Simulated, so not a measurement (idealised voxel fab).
Documented hereafter: the process module known as voxel wiring stack.
In the cross-section labelled cut, the width is 270 nm and each square cell is 5 nm.
Heads up, the way a cross-section reads in here is a grid of square cells, handed over as bands from the top down, with every band being one or more rows of cells. First you get the band's top height and its bottom height, in nm, and then the materials it's made of, left to right, with each width in nm. If you see a single material with "all across", that one covers the band edge to edge. "empty" is empty space. Measure heights from 0. That's the level where, below it, the as-received wafer is all one material. The lowest band is bottomless and extends downward; write it as in "0..down". It should be noted that a width expressed as "30->40" varies in equal increments from row to row of cells within the band, taking the value of the first number at the top row and that of the second number at the bottom row. No cell of the cross-section changed in a step that is given as "remained unchanged". The entry "Enclosed void entries" lists the empty spaces that cover at least 8 cells and have no open path to the top. Each is written as width x height at distance, where the distance is measured from the left edge and all three values are in nm. Text after the settings on a step's line: the simulator's own remark on that step. You can add "overlay nm" to a step's line. For a step with a mask, it describes how far the mask lay to the right of its planned position, and a negative number describes a lay to the left.
Planned step list for the process:
1. RECEIVE with material Si
2. CONFORMAL_DEP with material SiO2, thk nm 15
3. CONFORMAL_DEP with material SiCN, thk nm 5
4. DIRECTIONAL_DEP with material SiO2, thk nm 25
5. MASKED_ETCH with tone open, mask id METAL_1, width nm 20, pitch nm 40, etch materials SiO2, depth nm 25, overlay nm 0
6. MASKED_ETCH with tone open, mask id METAL_1, width nm 20, pitch nm 40, etch materials SiCN, depth nm 5, overlay nm 0
7. CONFORMAL_DEP with material TiN, thk nm 5
8. FILL_DEP with material Cu, thk nm 5
9. CMP with height nm 45
10. EPI with material Ru, thk nm 5
11. FILL_DEP with material SiCN, thk nm 5
12. DIRECTIONAL_DEP with material lowk, thk nm 10
13. MASKED_ETCH with tone open, mask id PLUG_1, width nm 15, pitch nm 40, etch materials lowk, depth nm 10, overlay nm 0
14. MASKED_ETCH with tone open, mask id PLUG_1, width nm 15, pitch nm 40, etch materials SiCN, depth nm 5, overlay nm 0
15. CONFORMAL_DEP with material TiN, thk nm 5
16. FILL_DEP with material W, thk nm 10
17. CMP with height nm 65
18. DIRECTIONAL_DEP with material TiN, thk nm 5
19. DIRECTIONAL_DEP with material W, thk nm 25
20. MASKED_ETCH with tone cover, mask id METAL_2, width nm 20, pitch nm 40, etch materials W, depth nm 25, overlay nm 0
21. MASKED_ETCH with tone cover, mask id METAL_2, width nm 20, pitch nm 40, etch materials TiN, depth nm 5, overlay nm 0
22. CONFORMAL_DEP with material SiCN, thk nm 5
23. FILL_DEP with material lowk, thk nm 10
24. CMP with height nm 95
25. CONFORMAL_DEP with material SiCN, thk nm 5
Incoming wafer, cross-sectional view, post step 1:
- 0..down = Si all across
- Enclosed void entries: none
Post-module cross-section of the first of two wafers (run per plan):
- 100..95 = SiCN all across
- 95..70 = lowk: 100, then SiCN: 5, then W: 20, then SiCN: 5, then lowk: 10, then SiCN: 5, then W: 20, then SiCN: 5, then lowk: 100
- 70..65 = SiCN: 105, then TiN: 20, then SiCN: 20, then TiN: 20, then SiCN: 105
- 65..55 = lowk: 105, then TiN: 5, then W: 5, then TiN: 5, then lowk: 25, then TiN: 5, then W: 5, then TiN: 5, then lowk: 110
- 55..50 = SiCN: 105, then TiN: 15, then SiCN: 25, then TiN: 15, then SiCN: 110
- 50..45 = SiCN: 100, then Ru: 30, then SiCN: 10, then Ru: 30, then SiCN: 100
- 45..20 = SiO2: 105, then TiN: 5, then Cu: 10, then TiN: 5, then SiO2: 20, then TiN: 5, then Cu: 10, then TiN: 5, then SiO2: 105
- 20..15 = SiCN: 105, then TiN: 20, then SiCN: 20, then TiN: 20, then SiCN: 105
- 15..0 = SiO2 all across
- 0..down = Si all across
- Enclosed void entries: none
Cross-section, second wafer: same start as the first, same plan as the first, one mistake in running it; taken at the end of the module:
- 100..95 = SiCN all across
- 95..75 = lowk: 100, then SiCN: 5, then W: 20, then SiCN: 5, then lowk: 10, then SiCN: 5, then W: 20, then SiCN: 5, then lowk: 100
- 75..70 = SiCN: 105, then W: 20, then SiCN: 20, then W: 20, then SiCN: 105
- 70..65 = SiCN all across
- 65..55 = lowk: 105, then TiN: 5, then W: 5, then TiN: 5, then lowk: 25, then TiN: 5, then W: 5, then TiN: 5, then lowk: 110
- 55..50 = SiCN: 105, then TiN: 15, then SiCN: 25, then TiN: 15, then SiCN: 110
- 50..45 = SiCN: 100, then Ru: 30, then SiCN: 10, then Ru: 30, then SiCN: 100
- 45..20 = SiO2: 105, then TiN: 5, then Cu: 10, then TiN: 5, then SiO2: 20, then TiN: 5, then Cu: 10, then TiN: 5, then SiO2: 105
- 20..15 = SiCN: 105, then TiN: 20, then SiCN: 20, then TiN: 20, then SiCN: 105
- 15..0 = SiO2 all across
- 0..down = Si all across
- Enclosed void entries: none
Misprocessing identified: step 18: run off-plan, actual operation and settings DIRECTIONAL_DEP with material SiCN, thk nm 5
Counted in cells at the end, the second wafer holds more or fewer of these materials than the first: +50 SiCN; -8 TiN; -42 lowk
